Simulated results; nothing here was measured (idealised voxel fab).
Documented hereafter: the process module known as voxel gate over fins.
Section shown: cut. Width: 275 nm. Cell size: 5 nm, square.
Cross-section = grid of square cells, listed top down in bands; band = one or more rows.
Top height, bottom height, nm. Materials left to right, width each, nm. Single material + "throughout" = fills band edge to edge. "empty" = empty.
We count height from 0. Below that, the starting wafer is all one material. The lowest band never ends at the bottom but goes on down; see "0..down" for how that is written.
Width spec "30..40" -> top row of cells at first value, bottom row at second value, equal per-row change in between.
It should be understood that the words "remained unchanged", when stated for a given step, signify that the cross-section underwent no change in any of its cells during that step.
"Fully enclosed voids": empty spaces of 8 cells or more with no open way to the top, each given as width x height at distance, distance from the left edge, all in nm.
Text after the settings on a step's line: the simulator's own remark on that step.
A step's line can hold "overlay nm"; with a mask on that step, the setting says how far right of the planned place the mask lay, while a negative setting says it lay to the left.
The planned process steps are enumerated hereunder:
1: RECEIVE with material Si
2: CONFORMAL_DEP with material SiN, thk nm 10
3: MASKED_ETCH with tone cover, mask id FINS, width nm 15, pitch nm 55, etch materials SiN, depth nm 10, overlay nm 0
4: MASKED_ETCH with tone cover, mask id FINS, width nm 15, pitch nm 55, etch materials Si, depth nm 35, overlay nm 0
5: FILL_DEP with material SiO2, thk nm 10
6: CMP with height nm 10
7: PATTERN with tone open, mask id RAIL, material resist, width nm 15, thk nm 15, overlay nm 0
8: DIRECTIONAL_ETCH with etch materials SiO2, depth nm 40
9: STRIP with etch materials resist
10: CONFORMAL_DEP with material TiN, thk nm 5
11: FILL_DEP with material W, thk nm 10
12: CMP with height nm 10
13: SELECTIVE_ETCH with etch materials W Ru TiN, depth nm 30
14: FILL_DEP with material SiO2, thk nm 5
15: CMP with height nm 10
16: SELECTIVE_ETCH with etch materials SiO2, depth nm 25
17: STRIP with etch materials SiN
18: CONFORMAL_DEP with material HfO2, thk nm 5
19: CONFORMAL_DEP with material TiN, thk nm 5
20: CONFORMAL_DEP with material TiAl, thk nm 5
21: CONFORMAL_DEP with material TiN, thk nm 5
22: FILL_DEP with material W, thk nm 10
23: CMP with height nm 25
24: CONFORMAL_DEP with material SiN, thk nm 10
Account of the first of two wafers, which was processed as intended:
Received-state cross-section, reflecting completion of step 1:
    0..down  Si throughout
    Fully enclosed voids: none
The wafer in cross-section once step 2 is complete:
    10..0  SiN throughout
    Everything below 0 is unchanged.
The wafer in cross-section once step 3 is complete:
    10..0  empty 100 nm; SiN 15 nm; empty 40 nm; SiN 15 nm; empty 105 nm
    Everything below 0 is unchanged.
The wafer in cross-section once step 4 is complete:
    10..0  empty 100 nm; SiN 15 nm; empty 40 nm; SiN 15 nm; empty 105 nm
    0..-35  empty 100 nm; Si 15 nm; empty 40 nm; Si 15 nm; empty 105 nm
    Everything below -35 is unchanged.
The wafer in cross-section once step 5 is complete:
    20..10  SiO2 throughout
    10..0  SiO2 100 nm; SiN 15 nm; SiO2 40 nm; SiN 15 nm; SiO2 105 nm
    0..-35  SiO2 100 nm; Si 15 nm; SiO2 40 nm; Si 15 nm; SiO2 105 nm
    Everything below -35 is unchanged.
The wafer in cross-section once step 6 is complete:
    10..0  SiO2 100 nm; SiN 15 nm; SiO2 40 nm; SiN 15 nm; SiO2 105 nm
    Everything below 0 is unchanged.
The wafer in cross-section once step 7 is complete:
    25..10  resist 125 nm; empty 15 nm; resist 135 nm
    Everything below 10 is unchanged.
The wafer in cross-section once step 8 is complete:
    25..10  resist 125 nm; empty 15 nm; resist 135 nm
    10..0  SiO2 100 nm; SiN 15 nm; SiO2 10 nm; empty 15 nm; SiO2 15 nm; SiN 15 nm; SiO2 105 nm
    0..-30  SiO2 100 nm; Si 15 nm; SiO2 10 nm; empty 15 nm; SiO2 15 nm; Si 15 nm; SiO2 105 nm
    Everything below -30 is unchanged.
The wafer in cross-section once step 9 is complete:
    10..0  SiO2 100 nm; SiN 15 nm; SiO2 10 nm; empty 15 nm; SiO2 15 nm; SiN 15 nm; SiO2 105 nm
    Everything below 0 is unchanged.
The wafer in cross-section once step 10 is complete:
    15..10  TiN 130 nm; empty 5 nm; TiN 140 nm
    10..0  SiO2 100 nm; SiN 15 nm; SiO2 10 nm; TiN 5 nm; empty 5 nm; TiN 5 nm; SiO2 15 nm; SiN 15 nm; SiO2 105 nm
    0..-25  SiO2 100 nm; Si 15 nm; SiO2 10 nm; TiN 5 nm; empty 5 nm; TiN 5 nm; SiO2 15 nm; Si 15 nm; SiO2 105 nm
    -25..-30  SiO2 100 nm; Si 15 nm; SiO2 10 nm; TiN 15 nm; SiO2 15 nm; Si 15 nm; SiO2 105 nm
    Everything below -30 is unchanged.
The wafer in cross-section once step 11 is complete:
    25..15  W throughout
    15..10  TiN 130 nm; W 5 nm; TiN 140 nm
    10..0  SiO2 100 nm; SiN 15 nm; SiO2 10 nm; TiN 5 nm; W 5 nm; TiN 5 nm; SiO2 15 nm; SiN 15 nm; SiO2 105 nm
    0..-25  SiO2 100 nm; Si 15 nm; SiO2 10 nm; TiN 5 nm; W 5 nm; TiN 5 nm; SiO2 15 nm; Si 15 nm; SiO2 105 nm
    Everything below -25 is unchanged.
The wafer in cross-section once step 12 is complete:
    10..0  SiO2 100 nm; SiN 15 nm; SiO2 10 nm; TiN 5 nm; W 5 nm; TiN 5 nm; SiO2 15 nm; SiN 15 nm; SiO2 105 nm
    Everything below 0 is unchanged.
The wafer in cross-section once step 13 is complete:
    10..0  SiO2 100 nm; SiN 15 nm; SiO2 10 nm; empty 15 nm; SiO2 15 nm; SiN 15 nm; SiO2 105 nm
    0..-20  SiO2 100 nm; Si 15 nm; SiO2 10 nm; empty 15 nm; SiO2 15 nm; Si 15 nm; SiO2 105 nm
    Everything below -20 is unchanged.
The wafer in cross-section once step 14 is complete:
    15..10  SiO2 throughout
    10..0  SiO2 100 nm; SiN 15 nm; SiO2 40 nm; SiN 15 nm; SiO2 105 nm
    0..-20  SiO2 100 nm; Si 15 nm; SiO2 40 nm; Si 15 nm; SiO2 105 nm
    Everything below -20 is unchanged.
The wafer in cross-section once step 15 is complete:
    10..0  SiO2 100 nm; SiN 15 nm; SiO2 40 nm; SiN 15 nm; SiO2 105 nm
    Everything below 0 is unchanged.
The wafer in cross-section once step 16 is complete:
    10..0  empty 100 nm; SiN 15 nm; empty 40 nm; SiN 15 nm; empty 105 nm
    0..-15  empty 100 nm; Si 15 nm; empty 40 nm; Si 15 nm; empty 105 nm
    Everything below -15 is unchanged.
The wafer in cross-section once step 17 is complete:
    0..-15  empty 100 nm; Si 15 nm; empty 40 nm; Si 15 nm; empty 105 nm
    Everything below -15 is unchanged.
The wafer in cross-section once step 18 is complete:
    5..0  empty 95 nm; HfO2 25 nm; empty 30 nm; HfO2 25 nm; empty 100 nm
    0..-10  empty 95 nm; HfO2 5 nm; Si 15 nm; HfO2 5 nm; empty 30 nm; HfO2 5 nm; Si 15 nm; HfO2 5 nm; empty 100 nm
    -10..-15  HfO2 100 nm; Si 15 nm; HfO2 40 nm; Si 15 nm; HfO2 105 nm
    Everything below -15 is unchanged.
The wafer in cross-section once step 19 is complete:
    10..5  empty 90 nm; TiN 35 nm; empty 20 nm; TiN 35 nm; empty 95 nm
    5..0  empty 90 nm; TiN 5 nm; HfO2 25 nm; TiN 5 nm; empty 20 nm; TiN 5 nm; HfO2 25 nm; TiN 5 nm; empty 95 nm
    0..-5  empty 90 nm; TiN 5 nm; HfO2 5 nm; Si 15 nm; HfO2 5 nm; TiN 5 nm; empty 20 nm; TiN 5 nm; HfO2 5 nm; Si 15 nm; HfO2 5 nm; TiN 5 nm; empty 95 nm
    -5..-10  TiN 95 nm; HfO2 5 nm; Si 15 nm; HfO2 5 nm; TiN 30 nm; HfO2 5 nm; Si 15 nm; HfO2 5 nm; TiN 100 nm
    Everything below -10 is unchanged.
The wafer in cross-section once step 20 is complete:
    15..10  empty 85 nm; TiAl 45 nm; empty 10 nm; TiAl 45 nm; empty 90 nm
    10..5  empty 85 nm; TiAl 5 nm; TiN 35 nm; TiAl 5 nm; empty 10 nm; TiAl 5 nm; TiN 35 nm; TiAl 5 nm; empty 90 nm
    5..0  empty 85 nm; TiAl 5 nm; TiN 5 nm; HfO2 25 nm; TiN 5 nm; TiAl 5 nm; empty 10 nm; TiAl 5 nm; TiN 5 nm; HfO2 25 nm; TiN 5 nm; TiAl 5 nm; empty 90 nm
    0..-5  TiAl 90 nm; TiN 5 nm; HfO2 5 nm; Si 15 nm; HfO2 5 nm; TiN 5 nm; TiAl 20 nm; TiN 5 nm; HfO2 5 nm; Si 15 nm; HfO2 5 nm; TiN 5 nm; TiAl 95 nm
    Everything below -5 is unchanged.
The wafer in cross-section once step 21 is complete:
    20..15  empty 80 nm; TiN 110 nm; empty 85 nm
    15..10  empty 80 nm; TiN 5 nm; TiAl 45 nm; TiN 10 nm; TiAl 45 nm; TiN 5 nm; empty 85 nm
    10..5  empty 80 nm; TiN 5 nm; TiAl 5 nm; TiN 35 nm; TiAl 5 nm; TiN 10 nm; TiAl 5 nm; TiN 35 nm; TiAl 5 nm; TiN 5 nm; empty 85 nm
    5..0  TiN 85 nm; TiAl 5 nm; TiN 5 nm; HfO2 25 nm; TiN 5 nm; TiAl 5 nm; TiN 10 nm; TiAl 5 nm; TiN 5 nm; HfO2 25 nm; TiN 5 nm; TiAl 5 nm; TiN 90 nm
    Everything below 0 is unchanged.
The wafer in cross-section once step 22 is complete:
    30..20  W throughout
    20..15  W 80 nm; TiN 110 nm; W 85 nm
    15..10  W 80 nm; TiN 5 nm; TiAl 45 nm; TiN 10 nm; TiAl 45 nm; TiN 5 nm; W 85 nm
    10..5  W 80 nm; TiN 5 nm; TiAl 5 nm; TiN 35 nm; TiAl 5 nm; TiN 10 nm; TiAl 5 nm; TiN 35 nm; TiAl 5 nm; TiN 5 nm; W 85 nm
    Everything below 5 is unchanged.
The wafer in cross-section once step 23 is complete:
    25..20  W throughout
    Everything below 20 is unchanged.
The wafer in cross-section once step 24 is complete:
    35..25  SiN throughout
    Everything below 25 is unchanged.
Wafer two. Identical start, identical plan. One mistake in execution. Identical history through step 6:
Planned end of step 7: second wafer, cross-section:
    25..10  resist 115 nm; empty 15 nm; resist 145 nm
    Everything below 10 is unchanged.
Planned end of step 8: second wafer, cross-section:
    25..10  resist 115 nm; empty 15 nm; resist 145 nm
    10..0  SiO2 100 nm; SiN 15 nm; empty 15 nm; SiO2 25 nm; SiN 15 nm; SiO2 105 nm
    0..-30  SiO2 100 nm; Si 15 nm; empty 15 nm; SiO2 25 nm; Si 15 nm; SiO2 105 nm
    Everything below -30 is unchanged.
Planned end of step 9: second wafer, cross-section:
    10..0  SiO2 100 nm; SiN 15 nm; empty 15 nm; SiO2 25 nm; SiN 15 nm; SiO2 105 nm
    Everything below 0 is unchanged.
Planned end of step 10: second wafer, cross-section:
    15..10  TiN 120 nm; empty 5 nm; TiN 150 nm
    10..0  SiO2 100 nm; SiN 15 nm; TiN 5 nm; empty 5 nm; TiN 5 nm; SiO2 25 nm; SiN 15 nm; SiO2 105 nm
    0..-25  SiO2 100 nm; Si 15 nm; TiN 5 nm; empty 5 nm; TiN 5 nm; SiO2 25 nm; Si 15 nm; SiO2 105 nm
    -25..-30  SiO2 100 nm; Si 15 nm; TiN 15 nm; SiO2 25 nm; Si 15 nm; SiO2 105 nm
    Everything below -30 is unchanged.
Planned end of step 11: second wafer, cross-section:
    25..15  W throughout
    15..10  TiN 120 nm; W 5 nm; TiN 150 nm
    10..0  SiO2 100 nm; SiN 15 nm; TiN 5 nm; W 5 nm; TiN 5 nm; SiO2 25 nm; SiN 15 nm; SiO2 105 nm
    0..-25  SiO2 100 nm; Si 15 nm; TiN 5 nm; W 5 nm; TiN 5 nm; SiO2 25 nm; Si 15 nm; SiO2 105 nm
    Everything below -25 is unchanged.
Planned end of step 12: second wafer, cross-section:
    10..0  SiO2 100 nm; SiN 15 nm; TiN 5 nm; W 5 nm; TiN 5 nm; SiO2 25 nm; SiN 15 nm; SiO2 105 nm
    Everything below 0 is unchanged.
Planned end of step 13: second wafer, cross-section:
    10..0  SiO2 100 nm; SiN 15 nm; empty 15 nm; SiO2 25 nm; SiN 15 nm; SiO2 105 nm
    0..-20  SiO2 100 nm; Si 15 nm; empty 15 nm; SiO2 25 nm; Si 15 nm; SiO2 105 nm
    Everything below -20 is unchanged.
Planned end of step 14: second wafer, cross-section:
    15..10  SiO2 throughout
    10..0  SiO2 100 nm; SiN 15 nm; SiO2 40 nm; SiN 15 nm; SiO2 105 nm
    0..-20  SiO2 100 nm; Si 15 nm; SiO2 40 nm; Si 15 nm; SiO2 105 nm
    Everything below -20 is unchanged.
Planned end of step 15: second wafer, cross-section:
    10..0  SiO2 100 nm; SiN 15 nm; SiO2 40 nm; SiN 15 nm; SiO2 105 nm
    Everything below 0 is unchanged.
Planned end of step 16: second wafer, cross-section:
    10..0  empty 100 nm; SiN 15 nm; empty 40 nm; SiN 15 nm; empty 105 nm
    0..-15  empty 100 nm; Si 15 nm; empty 40 nm; Si 15 nm; empty 105 nm
    Everything below -15 is unchanged.
Planned end of step 17: second wafer, cross-section:
    0..-15  empty 100 nm; Si 15 nm; empty 40 nm; Si 15 nm; empty 105 nm
    Everything below -15 is unchanged.
Planned end of step 18: second wafer, cross-section:
    5..0  empty 95 nm; HfO2 25 nm; empty 30 nm; HfO2 25 nm; empty 100 nm
    0..-10  empty 95 nm; HfO2 5 nm; Si 15 nm; HfO2 5 nm; empty 30 nm; HfO2 5 nm; Si 15 nm; HfO2 5 nm; empty 100 nm
    -10..-15  HfO2 100 nm; Si 15 nm; HfO2 40 nm; Si 15 nm; HfO2 105 nm
    Everything below -15 is unchanged.
Planned end of step 19: second wafer, cross-section:
    10..5  empty 90 nm; TiN 35 nm; empty 20 nm; TiN 35 nm; empty 95 nm
    5..0  empty 90 nm; TiN 5 nm; HfO2 25 nm; TiN 5 nm; empty 20 nm; TiN 5 nm; HfO2 25 nm; TiN 5 nm; empty 95 nm
    0..-5  empty 90 nm; TiN 5 nm; HfO2 5 nm; Si 15 nm; HfO2 5 nm; TiN 5 nm; empty 20 nm; TiN 5 nm; HfO2 5 nm; Si 15 nm; HfO2 5 nm; TiN 5 nm; empty 95 nm
    -5..-10  TiN 95 nm; HfO2 5 nm; Si 15 nm; HfO2 5 nm; TiN 30 nm; HfO2 5 nm; Si 15 nm; HfO2 5 nm; TiN 100 nm
    Everything below -10 is unchanged.
Planned end of step 20: second wafer, cross-section:
    15..10  empty 85 nm; TiAl 45 nm; empty 10 nm; TiAl 45 nm; empty 90 nm
    10..5  empty 85 nm; TiAl 5 nm; TiN 35 nm; TiAl 5 nm; empty 10 nm; TiAl 5 nm; TiN 35 nm; TiAl 5 nm; empty 90 nm
    5..0  empty 85 nm; TiAl 5 nm; TiN 5 nm; HfO2 25 nm; TiN 5 nm; TiAl 5 nm; empty 10 nm; TiAl 5 nm; TiN 5 nm; HfO2 25 nm; TiN 5 nm; TiAl 5 nm; empty 90 nm
    0..-5  TiAl 90 nm; TiN 5 nm; HfO2 5 nm; Si 15 nm; HfO2 5 nm; TiN 5 nm; TiAl 20 nm; TiN 5 nm; HfO2 5 nm; Si 15 nm; HfO2 5 nm; TiN 5 nm; TiAl 95 nm
    Everything below -5 is unchanged.
Planned end of step 21: second wafer, cross-section:
    20..15  empty 80 nm; TiN 110 nm; empty 85 nm
    15..10  empty 80 nm; TiN 5 nm; TiAl 45 nm; TiN 10 nm; TiAl 45 nm; TiN 5 nm; empty 85 nm
    10..5  empty 80 nm; TiN 5 nm; TiAl 5 nm; TiN 35 nm; TiAl 5 nm; TiN 10 nm; TiAl 5 nm; TiN 35 nm; TiAl 5 nm; TiN 5 nm; empty 85 nm
    5..0  TiN 85 nm; TiAl 5 nm; TiN 5 nm; HfO2 25 nm; TiN 5 nm; TiAl 5 nm; TiN 10 nm; TiAl 5 nm; TiN 5 nm; HfO2 25 nm; TiN 5 nm; TiAl 5 nm; TiN 90 nm
    Everything below 0 is unchanged.
Planned end of step 22: second wafer, cross-section:
    30..20  W throughout
    20..15  W 80 nm; TiN 110 nm; W 85 nm
    15..10  W 80 nm; TiN 5 nm; TiAl 45 nm; TiN 10 nm; TiAl 45 nm; TiN 5 nm; W 85 nm
    10..5  W 80 nm; TiN 5 nm; TiAl 5 nm; TiN 35 nm; TiAl 5 nm; TiN 10 nm; TiAl 5 nm; TiN 35 nm; TiAl 5 nm; TiN 5 nm; W 85 nm
    Everything below 5 is unchanged.
Planned end of step 23: second wafer, cross-section:
    25..20  W throughout
    Everything below 20 is unchanged.
Planned end of step 24: second wafer, cross-section:
    35..25  SiN throughout
    Everything below 25 is unchanged.
What went wrong in running the wafer? for step 7, the planned setting was not used; the step was instead run as PATTERN with tone open, mask id RAIL, material resist, width nm 15, thk nm 15, overlay nm -10
At the end, each material covers as many cells on the second wafer as it does on the first, though the cells it covers are elsewhere.
